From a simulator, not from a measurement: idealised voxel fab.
process module | voxel self aligned vias
cross-section cut | 175 nm wide | cells 5 nm
A cross-section is a grid of square cells, given in bands from the top down. A band is one or more rows of cells.
Each band's line starts with the height of the band's top and of its bottom, in nm. Then come its materials from left to right, each with its width in nm. One material with "throughout" fills the band from edge to edge. "air" is empty space.
Height 0 is the level under which the wafer as received is all one material. The lowest band goes on downwards, as in "0 down".
A width such as "30 to 40" changes by the same amount from each row of cells to the next, from the band's top row to its bottom row.
"no change" after a step means that no cell of the cross-section changed.
closed voids: empty space of 8 cells or more with no open way to the top, each as width x height at its distance from the left edge, in nm
after a step's settings: what the simulator itself notes on the step
overlay nm, on a step with a mask: how far to the right of its planned place the mask lay; to the left if negative
plan
1 op RECEIVE | material Si
2 op CONFORMAL_DEP | material SiO2 | thk nm 10
3 op CONFORMAL_DEP | material SiCN | thk nm 5
4 op DIRECTIONAL_DEP | material SiO2 | thk nm 20
5 op DIRECTIONAL_DEP | material aC | thk nm 15
6 op PATTERN | tone open | mask id LINES | material resist | width nm 30 | pitch nm 70 | thk nm 35 | overlay nm 0
7 op DIRECTIONAL_ETCH | etch materials aC | depth nm 15
8 op STRIP | etch materials resist
9 op DIRECTIONAL_ETCH | etch materials SiO2 | depth nm 20
10 op STRIP | etch materials aC
11 op CONFORMAL_DEP | material TiN | thk nm 5
12 op FILL_DEP | material Ru | thk nm 10
13 op CMP | height nm 40
14 op SELECTIVE_ETCH | etch materials W Ru TiN | depth nm 10
15 op FILL_DEP | material SiN | thk nm 5
16 op CMP | height nm 40
17 op DIRECTIONAL_DEP | material SiO2 | thk nm 15
18 op DIRECTIONAL_DEP | material aC | thk nm 10
19 op PATTERN | tone open | mask id VIAS | material resist | width nm 50 | thk nm 30 | overlay nm 0
20 op DIRECTIONAL_ETCH | etch materials aC | depth nm 10
21 op STRIP | etch materials resist
22 op DIRECTIONAL_ETCH | etch materials SiO2 | depth nm 15
23 op DIRECTIONAL_ETCH | etch materials SiN | depth nm 10
24 op STRIP | etch materials aC
25 op CONFORMAL_DEP | material TiN | thk nm 5
26 op FILL_DEP | material W | thk nm 10
27 op CMP | height nm 55
28 op CONFORMAL_DEP | material SiN | thk nm 5
varied across the wafers: thk nm of step 2. The plan shows the first wafer's value. All wafers start alike
first wafer as received, after step 1
  0 down: Si throughout
  closed voids: none
first wafer at the end, after step 28
  60 to 55: SiN throughout
  55 to 40: SiO2 25 | TiN 5 | W 40 | TiN 5 | SiO2 100
  40 to 35: SiN 25 | TiN 15 | W 20 | TiN 15 | SiN 100
  35 to 30: SiO2 35 | TiN 30 | SiO2 40 | SiN 30 | SiO2 40
  30 to 20: SiO2 35 | TiN 5 | Ru 20 | TiN 5 | SiO2 40 | TiN 5 | Ru 20 | TiN 5 | SiO2 40
  20 to 15: SiO2 35 | TiN 30 | SiO2 40 | TiN 30 | SiO2 40
  15 to 10: SiCN throughout
  10 to 0: SiO2 throughout
  0 down: Si throughout
  closed voids: none
last wafer at the end
  60 to 55: SiN throughout
  55 to 45: SiO2 25 | TiN 5 | W 40 | TiN 5 | SiO2 100
  45 to 40: SiO2 25 | TiN 15 | W 20 | TiN 15 | SiO2 100
  40 to 35: SiO2 35 | TiN 30 | SiO2 40 | SiN 30 | SiO2 40
  35 to 30: SiCN throughout
  30 to 0: SiO2 throughout
  0 down: Si throughout
  closed voids: none
each wafer at the end: cells of each material gained (+) or lost (-) since it was received, then its closed voids
thk nm 10 | +16 Ru | +35 SiCN | +66 SiN | +237 SiO2 | +38 TiN | +28 W | closed voids: none
thk nm 15 | +8 Ru | +35 SiCN | +47 SiN | +272 SiO2 | +34 TiN | +24 W | closed voids: none
thk nm 20 | +35 SiCN | +47 SiN | +284 SiO2 | +30 TiN | +24 W | closed voids: none
thk nm 25 | +35 SiCN | +47 SiN | +296 SiO2 | +18 TiN | +24 W | closed voids: none
thk nm 30 | +35 SiCN | +41 SiN | +308 SiO2 | +16 TiN | +20 W | closed voids: none
